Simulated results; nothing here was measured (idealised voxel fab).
Documented hereafter: the process module known as voxel gate over fins.
Square cell edge 5 nm, section width 260 nm, ID cut.
Throughout this document, each cross-section is represented as a grid of square cells and is presented as a sequence of bands enumerated from the top downward, where a band comprises one or more rows of cells.
In this notation a band is specified by the heights of its top and bottom, in that order and in nm, after which its materials appear from left to right, each paired with its width in nm. The word "all across" attached to a single material means that material fills the band from edge to edge; the word "air" stands for empty space.
Heights from 0 (as-received wafer is one material below). Bottom band endless downward, as "0 and below".
You'd read "30->40" like this: the band's top row of cells is as wide as the first number, its bottom row is as wide as the second, and going down, every row changes width by the same amount as the row before did.
"no modification" for a step: no cell of the cross-section changed in that step.
What "Listed closed voids" gives you is every empty space of 8 cells or more that is cut off from the top. Each appears as width x height at distance, with the distance taken from the left edge and width, height and distance all in nm.
The remark found on a step's line after its settings is issued by the simulator itself and pertains to that step.
overlay nm: mask right of planned place by this much (step with mask). Neg. = left.
-- Intended process steps
1,RECEIVE (material Si)
2,CONFORMAL_DEP (material SiN; thk nm 10)
3,DIRECTIONAL_DEP (material aC; thk nm 10)
4,PATTERN (tone cover; mask id FINS; material resist; width nm 15; pitch nm 40; thk nm 30; overlay nm 0)
5,DIRECTIONAL_ETCH (etch materials aC; depth nm 10)
6,STRIP (etch materials resist)
7,DIRECTIONAL_ETCH (etch materials SiN; depth nm 10)
8,DIRECTIONAL_ETCH (etch materials Si; depth nm 30)
9,STRIP (etch materials aC)
10,FILL_DEP (material SiO2; thk nm 5)
11,CMP (height nm 10)
12,SELECTIVE_ETCH (etch materials SiO2; depth nm 25)
13,STRIP (etch materials SiN)
14,CONFORMAL_DEP (material HfO2; thk nm 5)
15,CONFORMAL_DEP (material TiN; thk nm 5)
16,CONFORMAL_DEP (material TiAl; thk nm 5)
17,CONFORMAL_DEP (material TiN; thk nm 5)
18,FILL_DEP (material W; thk nm 10)
19,CMP (height nm 25)
20,CONFORMAL_DEP (material SiCN; thk nm 10)
-- Cross-section of the wafer upon arrival, representing the state reached after step 1
    0 and below: Si all across
    Listed closed voids: none
-- End state of the module in cross-section, given the above starting point and plan and one mistake in execution
    35 down to 25: SiCN all across
    25 down to 20: W all across
    20 down to 15: W (80); TiN (100); W (80)
    15 down to 10: W (80); TiN (5); TiAl (90); TiN (5); W (80)
    10 down to 5: W (80); TiN (5); TiAl (5); TiN (80); TiAl (5); TiN (5); W (80)
    5 down to 0: TiN (85); TiAl (5); TiN (5); HfO2 (30); TiN (10); HfO2 (30); TiN (5); TiAl (5); TiN (85)
    0 down to -5: TiAl (90); TiN (5); HfO2 (5); Si (20); HfO2 (5); TiN (10); HfO2 (5); Si (20); HfO2 (5); TiN (5); TiAl (90)
    -5 down to -10: TiN (95); HfO2 (5); Si (20); HfO2 (5); TiN (10); HfO2 (5); Si (20); HfO2 (5); TiN (95)
    -10 down to -15: HfO2 (100); Si (20); HfO2 (20); Si (20); HfO2 (100)
    -15 down to -30: SiO2 (100); Si (20); SiO2 (20); Si (20); SiO2 (100)
    -30 and below: Si all across
    Listed closed voids: none
What broke from the plan during processing? rather than as planned, step 4 actually ran as PATTERN (tone cover; mask id FINS; material resist; width nm 20; pitch nm 40; thk nm 30; overlay nm 0)
